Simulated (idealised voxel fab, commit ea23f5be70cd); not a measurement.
Presented below is a process module, voxel capacitor over wiring.
Square cell edge 5 nm, section width 235 nm, ID cut.
If you're reading a cross-section in this doc, picture square cells in a grid; it comes to you as bands, top ones listed first down to the bottom, and a band can be one or more rows of cells.
What a band's entry tells you: where the top is and where the bottom is, as heights in nm, and after that what lies inside, material by material from left to right, each with its width in nm. Empty space is written as the word "blank", and a single material marked with the word "all across" occupies the band from edge to edge.
Convention: height 0 is the level below which the wafer, as received, is all one material. The lowest band does not terminate at the bottom but continues downward, represented as "0..down".
Width spec "30..40" -> top row of cells at first value, bottom row at second value, equal per-row change in between.
"no alteration" for a step: no cell of the cross-section changed in that step.
If an empty space has no open way to the top and is at least 8 cells in size, "Enclosed void inventory" lists it, written width x height at distance, where distance is measured from the left edge and every value is in nm.
Anything after a step's settings on that line? It's the simulator's own note about the step.
The setting "overlay nm" may be written on the line of a step. When the step uses a mask, the value reports how far to the right of the planned place the mask lay, and a negative value reports that it lay to the left.
In what follows, pairs of cross-sections are presented, each taken before and after one process step, with the after cross-section shown only down to the lowest band that was altered; the step, together with its settings, is stated below the pair. The pairs may stem from different runs of this module on the same starting wafer; accordingly, a pair should be taken as continuing from the one above it solely where its entry headed "Before step" indicates as much.

-- Before step
- 90..80  blank (60) / TiN (35) / blank (140)
- 80..75  TiN (60) / Al2O3 (35) / TiN (140)
- 75..70  TiN all across
- 70..65  Al2O3 (60) / Ru (35) / Al2O3 (140)
- 65..60  TiN (60) / Ru (35) / TiN (140)
- 60..45  lowk (70) / Ru (15) / lowk (150)
- 45..40  SiCN (70) / Ru (15) / SiCN (150)
- 40..35  SiCN (55) / Ru (35) / SiCN (55) / Ru (35) / SiCN (55)
- 35..20  SiO2 (60) / TiN (5) / Cu (15) / TiN (5) / SiO2 (65) / TiN (5) / Cu (15) / TiN (5) / SiO2 (60)
- 20..15  SiN (60) / TiN (25) / SiN (65) / TiN (25) / SiN (60)
- 15..0  SiO2 all across
- 0..down  Si all across
- Enclosed void inventory: none

-- after
- 90..80  blank (70) / TiN (25) / blank (140)
- 80..75  blank (60) / Al2O3 (35) / TiN (45) / blank (95)
- 75..70  blank (60) / TiN (80) / blank (95)
- Below a height of 70, the structure has not been altered.
- Enclosed void inventory: none
Going from one cross-section above to the next, the wafer undergoes MASKED_ETCH,tone cover,mask id UPPER_PLATE,width nm 70,etch materials TiN,depth nm 10,overlay nm 0

Before step: after-state, pair directly above.

-- after
- 90..80  blank (70) / TiN (25) / blank (140)
- 80..75  blank (70) / Al2O3 (25) / TiN (45) / blank (95)
- 75..70  blank (60) / TiN (80) / blank (95)
- 70..65  blank (60) / Ru (35) / Al2O3 (45) / blank (95)
- Below a height of 65, the structure has not been altered.
- Enclosed void inventory: none
Going from one cross-section above to the next, the wafer undergoes MASKED_ETCH,tone cover,mask id UPPER_PLATE,width nm 70,etch materials Al2O3,depth nm 5,overlay nm 0

Before step: after-state, pair directly above.

-- after
- 105..95  blank (70) / aC (25) / blank (140)
- 95..90  blank (70) / aC (70) / blank (95)
- 90..80  blank (60) / aC (10) / TiN (25) / aC (45) / blank (95)
- 80..75  aC (70) / Al2O3 (25) / TiN (45) / aC (95)
- 75..70  aC (60) / TiN (80) / aC (95)
- 70..65  aC (60) / Ru (35) / Al2O3 (45) / aC (95)
- Below a height of 65, the structure has not been altered.
- Enclosed void inventory: none
Going from one cross-section above to the next, the wafer undergoes DIRECTIONAL_DEP,material aC,thk nm 15

Before step: after-state, pair directly above.

-- after
- 140..105  blank (65) / resist (80) / blank (90)
- 105..95  blank (65) / resist (5) / aC (25) / resist (50) / blank (90)
- 95..90  blank (65) / resist (5) / aC (70) / resist (5) / blank (90)
- 90..80  blank (60) / aC (10) / TiN (25) / aC (45) / resist (5) / blank (90)
- Below a height of 80, the structure has not been altered.
- Enclosed void inventory: none
Going from one cross-section above to the next, the wafer undergoes PATTERN,tone cover,mask id LOWER_PLATE,material resist,width nm 80,thk nm 35,overlay nm 0

Before step: after-state, pair directly above.

-- after
- 125..105  blank (65) / resist (80) / blank (90)
- 105..95  blank (65) / resist (5) / aC (25) / resist (50) / blank (90)
- 95..90  blank (65) / resist (5) / aC (70) / resist (5) / blank (90)
- 90..80  blank (65) / aC (5) / TiN (25) / aC (45) / resist (5) / blank (90)
- 80..75  blank (65) / aC (5) / Al2O3 (25) / TiN (45) / aC (5) / blank (90)
- 75..70  blank (60) / TiN (80) / aC (5) / blank (90)
- 70..65  blank (60) / Ru (35) / Al2O3 (45) / aC (5) / blank (90)
- Below a height of 65, the structure has not been altered.
- Enclosed void inventory: none
Going from one cross-section above to the next, the wafer undergoes DIRECTIONAL_ETCH,etch materials aC,depth nm 15

Before step: after-state, pair directly above.

-- after
- 105..95  blank (70) / aC (25) / blank (140)
- 95..90  blank (70) / aC (70) / blank (95)
- 90..80  blank (65) / aC (5) / TiN (25) / aC (45) / blank (95)
- Below a height of 80, the structure has not been altered.
- Enclosed void inventory: none
Going from one cross-section above to the next, the wafer undergoes STRIP,etch materials resist

Before step: after-state, pair directly above.

-- after
- 105..95  blank (70) / aC (25) / blank (140)
- 95..90  blank (70) / aC (70) / blank (95)
- 90..80  blank (65) / aC (5) / TiN (25) / aC (45) / blank (95)
- 80..75  blank (65) / aC (5) / Al2O3 (25) / TiN (45) / aC (5) / blank (90)
- 75..70  blank (65) / TiN (75) / aC (5) / blank (90)
- 70..65  blank (60) / Ru (35) / Al2O3 (45) / aC (5) / blank (90)
- 65..60  blank (60) / Ru (35) / TiN (50) / blank (90)
- Below a height of 60, the structure has not been altered.
- Enclosed void inventory: none
Going from one cross-section above to the next, the wafer undergoes DIRECTIONAL_ETCH,etch materials TiN,depth nm 5

Before step: after-state, pair directly above.

-- after
- 90..80  blank (70) / TiN (25) / blank (140)
- 80..75  blank (70) / Al2O3 (25) / TiN (45) / blank (95)
- 75..70  blank (65) / TiN (75) / blank (95)
- 70..65  blank (60) / Ru (35) / Al2O3 (45) / blank (95)
- Below a height of 65, the structure has not been altered.
- Enclosed void inventory: none
Going from one cross-section above to the next, the wafer undergoes STRIP,etch materials aC

Before step: after-state, pair directly above.

-- after
- 105..90  SiO2 all across
- 90..80  SiO2 (70) / TiN (25) / SiO2 (140)
- 80..75  SiO2 (70) / Al2O3 (25) / TiN (45) / SiO2 (95)
- 75..70  SiO2 (65) / TiN (75) / SiO2 (95)
- 70..65  SiO2 (60) / Ru (35) / Al2O3 (45) / SiO2 (95)
- 65..60  SiO2 (60) / Ru (35) / TiN (50) / SiO2 (90)
- Below a height of 60, the structure has not been altered.
- Enclosed void inventory: none
Going from one cross-section above to the next, the wafer undergoes FILL_DEP,material SiO2,thk nm 15

Before step: after-state, pair directly above.

-- after
- 90..80  SiO2 (70) / TiN (25) / SiO2 (140)
- Below a height of 80, the structure has not been altered.
- Enclosed void inventory: none
Going from one cross-section above to the next, the wafer undergoes CMP,height nm 90

Before step: after-state, pair directly above.

-- after
- 105..90  aC all across
- Below a height of 90, the structure has not been altered.
- Enclosed void inventory: none
Going from one cross-section above to the next, the wafer undergoes DIRECTIONAL_DEP,material aC,thk nm 15

Before step: after-state, pair directly above.

-- after
- 140..105  resist (80) / blank (15) / resist (140)
- Below a height of 105, the structure has not been altered.
- Enclosed void inventory: none
Going from one cross-section above to the next, the wafer undergoes PATTERN,tone open,mask id PLUG_2,material resist,width nm 15,thk nm 35,overlay nm 0

Before step: after-state, pair directly above.

-- after
- 125..105  resist (80) / blank (15) / resist (140)
- 105..90  aC (80) / blank (15) / aC (140)
- Below a height of 90, the structure has not been altered.
- Enclosed void inventory: none
Going from one cross-section above to the next, the wafer undergoes DIRECTIONAL_ETCH,etch materials aC,depth nm 15

Before step: after-state, pair directly above.

-- after
- 105..90  aC (80) / blank (15) / aC (140)
- Below a height of 90, the structure has not been altered.
- Enclosed void inventory: none
Going from one cross-section above to the next, the wafer undergoes STRIP,etch materials resist

Before step: after-state, pair directly above.

-- after
- 90..80  SiO2 (70) / TiN (25) / SiO2 (140)
- Below a height of 80, the structure has not been altered.
- Enclosed void inventory: none
Going from one cross-section above to the next, the wafer undergoes STRIP,etch materials aC

Before step: after-state, pair directly above.

-- after
- 95..90  TiN all across
- Below a height of 90, the structure has not been altered.
- Enclosed void inventory: none
Going from one cross-section above to the next, the wafer undergoes CONFORMAL_DEP,material TiN,thk nm 5

Before step: after-state, pair directly above.

-- after
- 100..95  Ru all across
- Below a height of 95, the structure has not been altered.
- Enclosed void inventory: none
Going from one cross-section above to the next, the wafer undergoes FILL_DEP,material Ru,thk nm 5

Before step: after-state, pair directly above.

-- after
- 90..80  SiO2 (70) / TiN (25) / SiO2 (140)
- Below a height of 80, the structure has not been altered.
- Enclosed void inventory: none
Going from one cross-section above to the next, the wafer undergoes CMP,height nm 90

Before step: after-state, pair directly above.

-- after
- 95..90  SiCN all across
- Below a height of 90, the structure has not been altered.
- Enclosed void inventory: none
Going from one cross-section above to the next, the wafer undergoes CONFORMAL_DEP,material SiCN,thk nm 5

-- Before step
- 65..60  TiN all across
- 60..45  lowk (70) / Ru (15) / lowk (150)
- 45..40  SiCN (70) / Ru (15) / SiCN (150)
- 40..35  SiCN (55) / Ru (35) / SiCN (55) / Ru (35) / SiCN (55)
- 35..20  SiO2 (60) / TiN (5) / Cu (15) / TiN (5) / SiO2 (65) / TiN (5) / Cu (15) / TiN (5) / SiO2 (60)
- 20..15  SiN (60) / TiN (25) / SiN (65) / TiN (25) / SiN (60)
- 15..0  SiO2 all across
- 0..down  Si all across
- Enclosed void inventory: none

-- after
- 75..60  TiN all across
- Below a height of 60, the structure has not been altered.
- Enclosed void inventory: none
Going from one cross-section above to the next, the wafer undergoes DIRECTIONAL_DEP,material TiN,thk nm 10

Before step: after-state, pair directly above.

-- after
- 80..75  Al2O3 all across
- Below a height of 75, the structure has not been altered.
- Enclosed void inventory: none
Going from one cross-section above to the next, the wafer undergoes DIRECTIONAL_DEP,material Al2O3,thk nm 5

Before step: after-state, pair directly above.

-- after
- 80..75  blank (70) / Al2O3 (70) / blank (95)
- Below a height of 75, the structure has not been altered.
- Enclosed void inventory: none
Going from one cross-section above to the next, the wafer undergoes MASKED_ETCH,tone cover,mask id UPPER_PLATE,width nm 70,etch materials Al2O3,depth nm 5,overlay nm 0

Before step: after-state, pair directly above.

-- after
- 95..90  blank (70) / aC (70) / blank (95)
- 90..80  aC all across
- 80..75  aC (70) / Al2O3 (70) / aC (95)
- Below a height of 75, the structure has not been altered.
- Enclosed void inventory: none
Going from one cross-section above to the next, the wafer undergoes DIRECTIONAL_DEP,material aC,thk nm 15

Before step: after-state, pair directly above.

-- after
- 130..95  blank (65) / resist (80) / blank (90)
- 95..90  blank (65) / resist (5) / aC (70) / resist (5) / blank (90)
- Below a height of 90, the structure has not been altered.
- Enclosed void inventory: none
Going from one cross-section above to the next, the wafer undergoes PATTERN,tone cover,mask id LOWER_PLATE,material resist,width nm 80,thk nm 35,overlay nm 0

Before step: after-state, pair directly above.

-- after
- 115..95  blank (65) / resist (80) / blank (90)
- 95..90  blank (65) / resist (5) / aC (70) / resist (5) / blank (90)
- 90..80  blank (65) / aC (80) / blank (90)
- 80..75  blank (65) / aC (5) / Al2O3 (70) / aC (5) / blank (90)
- Below a height of 75, the structure has not been altered.
- Enclosed void inventory: none
Going from one cross-section above to the next, the wafer undergoes DIRECTIONAL_ETCH,etch materials aC,depth nm 15

Before step: after-state, pair directly above.

-- after
- 95..90  blank (70) / aC (70) / blank (95)
- Below a height of 90, the structure has not been altered.
- Enclosed void inventory: none
Going from one cross-section above to the next, the wafer undergoes STRIP,etch materials resist

Before step: after-state, pair directly above.

-- after
- 95..90  blank (70) / aC (70) / blank (95)
- 90..80  blank (65) / aC (80) / blank (90)
- 80..75  blank (65) / aC (5) / Al2O3 (70) / aC (5) / blank (90)
- 75..70  blank (65) / TiN (80) / blank (90)
- Below a height of 70, the structure has not been altered.
- Enclosed void inventory: none
Going from one cross-section above to the next, the wafer undergoes DIRECTIONAL_ETCH,etch materials TiN,depth nm 5

Before step: after-state, pair directly above.

-- after
- 80..75  blank (70) / Al2O3 (70) / blank (95)
- Below a height of 75, the structure has not been altered.
- Enclosed void inventory: none
Going from one cross-section above to the next, the wafer undergoes STRIP,etch materials aC

Before step: after-state, pair directly above.

-- after
- 95..80  SiO2 all across
- 80..75  SiO2 (70) / Al2O3 (70) / SiO2 (95)
- 75..70  SiO2 (65) / TiN (80) / SiO2 (90)
- Below a height of 70, the structure has not been altered.
- Enclosed void inventory: none
Going from one cross-section above to the next, the wafer undergoes FILL_DEP,material SiO2,thk nm 15

Before step: after-state, pair directly above.

-- after
- 90..80  SiO2 all across
- Below a height of 80, the structure has not been altered.
- Enclosed void inventory: none
Going from one cross-section above to the next, the wafer undergoes CMP,height nm 90

Before step: after-state, pair directly above.

-- after
- 105..90  aC all across
- Below a height of 90, the structure has not been altered.
- Enclosed void inventory: none
Going from one cross-section above to the next, the wafer undergoes DIRECTIONAL_DEP,material aC,thk nm 15

Before step: after-state, pair directly above.

-- after
- 140..105  resist (80) / blank (15) / resist (140)
- Below a height of 105, the structure has not been altered.
- Enclosed void inventory: none
Going from one cross-section above to the next, the wafer undergoes PATTERN,tone open,mask id PLUG_2,material resist,width nm 15,thk nm 35,overlay nm 0

Before step: after-state, pair directly above.

-- after
- 125..105  resist (80) / blank (15) / resist (140)
- 105..90  aC (80) / blank (15) / aC (140)
- Below a height of 90, the structure has not been altered.
- Enclosed void inventory: none
Going from one cross-section above to the next, the wafer undergoes DIRECTIONAL_ETCH,etch materials aC,depth nm 15

Before step: after-state, pair directly above.

-- after
- 105..90  aC (80) / blank (15) / aC (140)
- Below a height of 90, the structure has not been altered.
- Enclosed void inventory: none
Going from one cross-section above to the next, the wafer undergoes STRIP,etch materials resist

Before step: after-state, pair directly above.

-- after
- 105..90  aC (80) / blank (15) / aC (140)
- 90..80  SiO2 (80) / blank (15) / SiO2 (140)
- Below a height of 80, the structure has not been altered.
- Enclosed void inventory: none
Going from one cross-section above to the next, the wafer undergoes DIRECTIONAL_ETCH,etch materials SiO2,depth nm 10

Before step: after-state, pair directly above.

-- after
- 90..80  SiO2 (80) / blank (15) / SiO2 (140)
- Below a height of 80, the structure has not been altered.
- Enclosed void inventory: none
Going from one cross-section above to the next, the wafer undergoes STRIP,etch materials aC

Before step: after-state, pair directly above.

-- after
- 95..90  TiN (85) / blank (5) / TiN (145)
- 90..85  SiO2 (80) / TiN (5) / blank (5) / TiN (5) / SiO2 (140)
- 85..80  SiO2 (80) / TiN (15) / SiO2 (140)
- Below a height of 80, the structure has not been altered.
- Enclosed void inventory: none
Going from one cross-section above to the next, the wafer undergoes CONFORMAL_DEP,material TiN,thk nm 5

Before step: after-state, pair directly above.

-- after
- 100..95  Ru all across
- 95..90  TiN (85) / Ru (5) / TiN (145)
- 90..85  SiO2 (80) / TiN (5) / Ru (5) / TiN (5) / SiO2 (140)
- Below a height of 85, the structure has not been altered.
- Enclosed void inventory: none
Going from one cross-section above to the next, the wafer undergoes FILL_DEP,material Ru,thk nm 5

Before step: after-state, pair directly above.

-- after
- 90..85  SiO2 (80) / TiN (5) / Ru (5) / TiN (5) / SiO2 (140)
- Below a height of 85, the structure has not been altered.
- Enclosed void inventory: none
Going from one cross-section above to the next, the wafer undergoes CMP,height nm 90

Before step: after-state, pair directly above.

-- after
- 95..90  SiCN all across
- Below a height of 90, the structure has not been altered.
- Enclosed void inventory: none
Going from one cross-section above to the next, the wafer undergoes CONFORMAL_DEP,material SiCN,thk nm 5

-- Before step
- 40..35  blank (55) / Ru (35) / blank (55) / Ru (35) / blank (55)
- 35..20  SiO2 (60) / TiN (5) / Cu (15) / TiN (5) / SiO2 (65) / TiN (5) / Cu (15) / TiN (5) / SiO2 (60)
- 20..15  SiN (60) / TiN (25) / SiN (65) / TiN (25) / SiN (60)
- 15..0  SiO2 all across
- 0..down  Si all across
- Enclosed void inventory: none

-- after
- 55..40  SiCN all across
- 40..35  SiCN (55) / Ru (35) / SiCN (55) / Ru (35) / SiCN (55)
- Below a height of 35, the structure has not been altered.
- Enclosed void inventory: none
Going from one cross-section above to the next, the wafer undergoes FILL_DEP,material SiCN,thk nm 15

Before step: after-state, pair directly above.

-- after
- 70..55  lowk all across
- Below a height of 55, the structure has not been altered.
- Enclosed void inventory: none
Going from one cross-section above to the next, the wafer undergoes DIRECTIONAL_DEP,material lowk,thk nm 15

Before step: after-state, pair directly above.

-- after
- 80..70  aC all across
- Below a height of 70, the structure has not been altered.
- Enclosed void inventory: none
Going from one cross-section above to the next, the wafer undergoes DIRECTIONAL_DEP,material aC,thk nm 10

Before step: after-state, pair directly above.

-- after
- 110..80  resist (70) / blank (15) / resist (150)
- Below a height of 80, the structure has not been altered.
- Enclosed void inventory: none
Going from one cross-section above to the next, the wafer undergoes PATTERN,tone open,mask id PLUG_1,material resist,width nm 15,thk nm 30,overlay nm 0

Before step: after-state, pair directly above.

-- after
- 100..80  resist (70) / blank (15) / resist (150)
- 80..70  aC (70) / blank (15) / aC (150)
- Below a height of 70, the structure has not been altered.
- Enclosed void inventory: none
Going from one cross-section above to the next, the wafer undergoes DIRECTIONAL_ETCH,etch materials aC,depth nm 10

Before step: after-state, pair directly above.

-- after
- 80..70  aC (70) / blank (15) / aC (150)
- Below a height of 70, the structure has not been altered.
- Enclosed void inventory: none
Going from one cross-section above to the next, the wafer undergoes STRIP,etch materials resist

Before step: after-state, pair directly above.

-- after
- 80..70  aC (70) / blank (15) / aC (150)
- 70..55  lowk (70) / blank (15) / lowk (150)
- Below a height of 55, the structure has not been altered.
- Enclosed void inventory: none
Going from one cross-section above to the next, the wafer undergoes DIRECTIONAL_ETCH,etch materials lowk,depth nm 15

Before step: after-state, pair directly above.

-- after
- 80..70  aC (70) / blank (15) / aC (150)
- 70..55  lowk (70) / blank (15) / lowk (150)
- 55..50  SiCN (70) / blank (15) / SiCN (150)
- Below a height of 50, the structure has not been altered.
- Enclosed void inventory: none
Going from one cross-section above to the next, the wafer undergoes DIRECTIONAL_ETCH,etch materials SiCN,depth nm 5

Before step: after-state, pair directly above.

-- after
- 70..55  lowk (70) / blank (15) / lowk (150)
- Below a height of 55, the structure has not been altered.
- Enclosed void inventory: none
Going from one cross-section above to the next, the wafer undergoes STRIP,etch materials aC

Before step: after-state, pair directly above.

-- after
- 75..70  TiN (70) / blank (15) / TiN (150)
- 70..55  lowk (70) / blank (15) / lowk (150)
- 55..50  SiCN (70) / TiN (15) / SiCN (150)
- Below a height of 50, the structure has not been altered.
- Enclosed void inventory: none
Going from one cross-section above to the next, the wafer undergoes DIRECTIONAL_DEP,material TiN,thk nm 5

Before step: after-state, pair directly above.

-- after
- 80..75  Al2O3 (70) / blank (15) / Al2O3 (150)
- 75..70  TiN (70) / blank (15) / TiN (150)
- 70..60  lowk (70) / blank (15) / lowk (150)
- 60..55  lowk (70) / Al2O3 (15) / lowk (150)
- Below a height of 55, the structure has not been altered.
- Enclosed void inventory: none
Going from one cross-section above to the next, the wafer undergoes DIRECTIONAL_DEP,material Al2O3,thk nm 5

Before step: after-state, pair directly above.

-- after
- 90..80  TiN (70) / blank (15) / TiN (150)
- 80..75  Al2O3 (70) / blank (15) / Al2O3 (150)
- 75..70  TiN (70) / blank (15) / TiN (150)
- 70..60  lowk (70) / TiN (15) / lowk (150)
- Below a height of 60, the structure has not been altered.
- Enclosed void inventory: none
Going from one cross-section above to the next, the wafer undergoes DIRECTIONAL_DEP,material TiN,thk nm 10

Before step: after-state, pair directly above.

-- after
- 90..80  blank (85) / TiN (55) / blank (95)
- Below a height of 80, the structure has not been altered.
- Enclosed void inventory: none
Going from one cross-section above to the next, the wafer undergoes MASKED_ETCH,tone cover,mask id UPPER_PLATE,width nm 70,etch materials TiN,depth nm 10,overlay nm 0

Before step: after-state, pair directly above.

-- after
- 90..80  blank (85) / TiN (55) / blank (95)
- 80..75  blank (85) / Al2O3 (55) / blank (95)
- Below a height of 75, the structure has not been altered.
- Enclosed void inventory: none
Going from one cross-section above to the next, the wafer undergoes MASKED_ETCH,tone cover,mask id UPPER_PLATE,width nm 70,etch materials Al2O3,depth nm 5,overlay nm 0

Before step: after-state, pair directly above.

-- after
- 105..90  blank (85) / aC (55) / blank (95)
- 90..85  aC (70) / blank (15) / TiN (55) / aC (95)
- 85..80  aC (85) / TiN (55) / aC (95)
- 80..75  aC (85) / Al2O3 (55) / aC (95)
- 75..70  TiN (70) / aC (15) / TiN (150)
- Below a height of 70, the structure has not been altered.
- Enclosed void inventory: none
Going from one cross-section above to the next, the wafer undergoes DIRECTIONAL_DEP,material aC,thk nm 15

Before step: after-state, pair directly above.

-- after
- 140..105  blank (65) / resist (80) / blank (90)
- 105..90  blank (65) / resist (20) / aC (55) / resist (5) / blank (90)
- 90..85  aC (70) / resist (15) / TiN (55) / aC (95)
- Below a height of 85, the structure has not been altered.
- Enclosed void inventory: none
Going from one cross-section above to the next, the wafer undergoes PATTERN,tone cover,mask id LOWER_PLATE,material resist,width nm 80,thk nm 35,overlay nm 0

Before step: after-state, pair directly above.

-- after
- 125..105  blank (65) / resist (80) / blank (90)
- 105..90  blank (65) / resist (20) / aC (55) / resist (5) / blank (90)
- 90..85  blank (65) / aC (5) / resist (15) / TiN (55) / aC (5) / blank (90)
- 85..80  blank (65) / aC (20) / TiN (55) / aC (5) / blank (90)
- 80..75  blank (65) / aC (20) / Al2O3 (55) / aC (5) / blank (90)
- Below a height of 75, the structure has not been altered.
- Enclosed void inventory: none
Going from one cross-section above to the next, the wafer undergoes DIRECTIONAL_ETCH,etch materials aC,depth nm 15

Before step: after-state, pair directly above.

-- after
- 105..90  blank (85) / aC (55) / blank (95)
- 90..85  blank (65) / aC (5) / blank (15) / TiN (55) / aC (5) / blank (90)
- Below a height of 85, the structure has not been altered.
- Enclosed void inventory: none
Going from one cross-section above to the next, the wafer undergoes STRIP,etch materials resist

Before step: after-state, pair directly above.

-- after
- 105..90  blank (85) / aC (55) / blank (95)
- 90..85  blank (65) / aC (5) / blank (15) / TiN (55) / aC (5) / blank (90)
- 85..80  blank (65) / aC (20) / TiN (55) / aC (5) / blank (90)
- 80..75  blank (65) / aC (20) / Al2O3 (55) / aC (5) / blank (90)
- 75..70  blank (65) / TiN (5) / aC (15) / TiN (60) / blank (90)
- Below a height of 70, the structure has not been altered.
- Enclosed void inventory: none
Going from one cross-section above to the next, the wafer undergoes DIRECTIONAL_ETCH,etch materials TiN,depth nm 5

Before step: after-state, pair directly above.

-- after
- 90..80  blank (85) / TiN (55) / blank (95)
- 80..75  blank (85) / Al2O3 (55) / blank (95)
- 75..70  blank (65) / TiN (5) / blank (15) / TiN (60) / blank (90)
- Below a height of 70, the structure has not been altered.
- Enclosed void inventory: none
Going from one cross-section above to the next, the wafer undergoes STRIP,etch materials aC

Before step: after-state, pair directly above.

-- after
- 105..90  SiO2 all across
- 90..80  SiO2 (85) / TiN (55) / SiO2 (95)
- 80..75  SiO2 (85) / Al2O3 (55) / SiO2 (95)
- 75..70  SiO2 (65) / TiN (5) / SiO2 (15) / TiN (60) / SiO2 (90)
- Below a height of 70, the structure has not been altered.
- Enclosed void inventory: none
Going from one cross-section above to the next, the wafer undergoes FILL_DEP,material SiO2,thk nm 15

Before step: after-state, pair directly above.

-- after
- 90..80  SiO2 (85) / TiN (55) / SiO2 (95)
- Below a height of 80, the structure has not been altered.
- Enclosed void inventory: none
Going from one cross-section above to the next, the wafer undergoes CMP,height nm 90

Before step: after-state, pair directly above.

-- after
- 105..90  aC all across
- Below a height of 90, the structure has not been altered.
- Enclosed void inventory: none
Going from one cross-section above to the next, the wafer undergoes DIRECTIONAL_DEP,material aC,thk nm 15

Before step: after-state, pair directly above.

-- after
- 140..105  resist (80) / blank (15) / resist (140)
- Below a height of 105, the structure has not been altered.
- Enclosed void inventory: none
Going from one cross-section above to the next, the wafer undergoes PATTERN,tone open,mask id PLUG_2,material resist,width nm 15,thk nm 35,overlay nm 0

Before step: after-state, pair directly above.

-- after
- 125..105  resist (80) / blank (15) / resist (140)
- 105..90  aC (80) / blank (15) / aC (140)
- Below a height of 90, the structure has not been altered.
- Enclosed void inventory: none
Going from one cross-section above to the next, the wafer undergoes DIRECTIONAL_ETCH,etch materials aC,depth nm 15

Before step: after-state, pair directly above.

-- after
- 105..90  aC (80) / blank (15) / aC (140)
- Below a height of 90, the structure has not been altered.
- Enclosed void inventory: none
Going from one cross-section above to the next, the wafer undergoes STRIP,etch materials resist

Before step: after-state, pair directly above.

-- after
- 105..90  aC (80) / blank (15) / aC (140)
- 90..80  SiO2 (80) / blank (5) / TiN (55) / SiO2 (95)
- Below a height of 80, the structure has not been altered.
- Enclosed void inventory: none
Going from one cross-section above to the next, the wafer undergoes DIRECTIONAL_ETCH,etch materials SiO2,depth nm 10

Before step: after-state, pair directly above.

-- after
- 90..80  SiO2 (80) / blank (5) / TiN (55) / SiO2 (95)
- Below a height of 80, the structure has not been altered.
- Enclosed void inventory: none
Going from one cross-section above to the next, the wafer undergoes STRIP,etch materials aC

Before step: after-state, pair directly above.

-- after
- 95..90  TiN all across
- 90..80  SiO2 (80) / TiN (60) / SiO2 (95)
- Below a height of 80, the structure has not been altered.
- Enclosed void inventory: none
Going from one cross-section above to the next, the wafer undergoes CONFORMAL_DEP,material TiN,thk nm 5

Before step: after-state, pair directly above.

-- after
- 100..95  Ru all across
- Below a height of 95, the structure has not been altered.
- Enclosed void inventory: none
Going from one cross-section above to the next, the wafer undergoes FILL_DEP,material Ru,thk nm 5

Before step: after-state, pair directly above.

-- after
- 90..80  SiO2 (80) / TiN (60) / SiO2 (95)
- Below a height of 80, the structure has not been altered.
- Enclosed void inventory: none
Going from one cross-section above to the next, the wafer undergoes CMP,height nm 90

Before step: after-state, pair directly above.

-- after
- 95..90  SiCN all across
- Below a height of 90, the structure has not been altered.
- Enclosed void inventory: none
Going from one cross-section above to the next, the wafer undergoes CONFORMAL_DEP,material SiCN,thk nm 5

-- Before step
- 80..70  TiN all across
- 70..65  Al2O3 all across
- 65..60  TiN all across
- 60..45  lowk (70) / Ru (15) / lowk (150)
- 45..40  SiCN (70) / Ru (15) / SiCN (150)
- 40..35  SiCN (55) / Ru (35) / SiCN (55) / Ru (35) / SiCN (55)
- 35..20  SiO2 (60) / TiN (5) / Cu (15) / TiN (5) / SiO2 (65) / TiN (5) / Cu (15) / TiN (5) / SiO2 (60)
- 20..15  SiN (60) / TiN (25) / SiN (65) / TiN (25) / SiN (60)
- 15..0  SiO2 all across
- 0..down  Si all across
- Enclosed void inventory: none

-- after
- 80..70  blank (75) / TiN (65) / blank (95)
- Below a height of 70, the structure has not been altered.
- Enclosed void inventory: none
Going from one cross-section above to the next, the wafer undergoes MASKED_ETCH,tone cover,mask id UPPER_PLATE,width nm 65,etch materials TiN,depth nm 10,overlay nm 0

Before step: after-state, pair directly above.

-- after
- 80..70  blank (75) / TiN (65) / blank (95)
- 70..65  blank (70) / Al2O3 (70) / blank (95)
- Below a height of 65, the structure has not been altered.
- Enclosed void inventory: none
Going from one cross-section above to the next, the wafer undergoes MASKED_ETCH,tone cover,mask id UPPER_PLATE,width nm 70,etch materials Al2O3,depth nm 5,overlay nm 0

Before step: after-state, pair directly above.

-- after
- 95..85  blank (75) / aC (65) / blank (95)
- 85..80  blank (70) / aC (70) / blank (95)
- 80..70  aC (75) / TiN (65) / aC (95)
- 70..65  aC (70) / Al2O3 (70) / aC (95)
- Below a height of 65, the structure has not been altered.
- Enclosed void inventory: none
Going from one cross-section above to the next, the wafer undergoes DIRECTIONAL_DEP,material aC,thk nm 15

Before step: after-state, pair directly above.

-- after
- 130..95  blank (65) / resist (80) / blank (90)
- 95..85  blank (65) / resist (10) / aC (65) / resist (5) / blank (90)
- 85..80  blank (65) / resist (5) / aC (70) / resist (5) / blank (90)
- Below a height of 80, the structure has not been altered.
- Enclosed void inventory: none
Going from one cross-section above to the next, the wafer undergoes PATTERN,tone cover,mask id LOWER_PLATE,material resist,width nm 80,thk nm 35,overlay nm 0

Before step: after-state, pair directly above.

-- after
- 115..95  blank (65) / resist (80) / blank (90)
- 95..85  blank (65) / resist (10) / aC (65) / resist (5) / blank (90)
- 85..80  blank (65) / resist (5) / aC (70) / resist (5) / blank (90)
- 80..70  blank (65) / aC (10) / TiN (65) / aC (5) / blank (90)
- 70..65  blank (65) / aC (5) / Al2O3 (70) / aC (5) / blank (90)
- Below a height of 65, the structure has not been altered.
- Enclosed void inventory: none
Going from one cross-section above to the next, the wafer undergoes DIRECTIONAL_ETCH,etch materials aC,depth nm 15

Before step: after-state, pair directly above.

-- after
- 95..85  blank (75) / aC (65) / blank (95)
- 85..80  blank (70) / aC (70) / blank (95)
- Below a height of 80, the structure has not been altered.
- Enclosed void inventory: none
Going from one cross-section above to the next, the wafer undergoes STRIP,etch materials resist

Before step: after-state, pair directly above.

-- after
- 95..85  blank (75) / aC (65) / blank (95)
- 85..80  blank (70) / aC (70) / blank (95)
- 80..70  blank (65) / aC (10) / TiN (65) / aC (5) / blank (90)
- 70..65  blank (65) / aC (5) / Al2O3 (70) / aC (5) / blank (90)
- 65..60  blank (65) / TiN (80) / blank (90)
- Below a height of 60, the structure has not been altered.
- Enclosed void inventory: none
Going from one cross-section above to the next, the wafer undergoes DIRECTIONAL_ETCH,etch materials TiN,depth nm 5

Before step: after-state, pair directly above.

-- after
- 80..70  blank (75) / TiN (65) / blank (95)
- 70..65  blank (70) / Al2O3 (70) / blank (95)
- Below a height of 65, the structure has not been altered.
- Enclosed void inventory: none
Going from one cross-section above to the next, the wafer undergoes STRIP,etch materials aC

Before step: after-state, pair directly above.

-- after
- 95..80  SiO2 all across
- 80..70  SiO2 (75) / TiN (65) / SiO2 (95)
- 70..65  SiO2 (70) / Al2O3 (70) / SiO2 (95)
- 65..60  SiO2 (65) / TiN (80) / SiO2 (90)
- Below a height of 60, the structure has not been altered.
- Enclosed void inventory: none
Going from one cross-section above to the next, the wafer undergoes FILL_DEP,material SiO2,thk nm 15

Before step: after-state, pair directly above.

-- after
- 90..80  SiO2 all across
- Below a height of 80, the structure has not been altered.
- Enclosed void inventory: none
Going from one cross-section above to the next, the wafer undergoes CMP,height nm 90
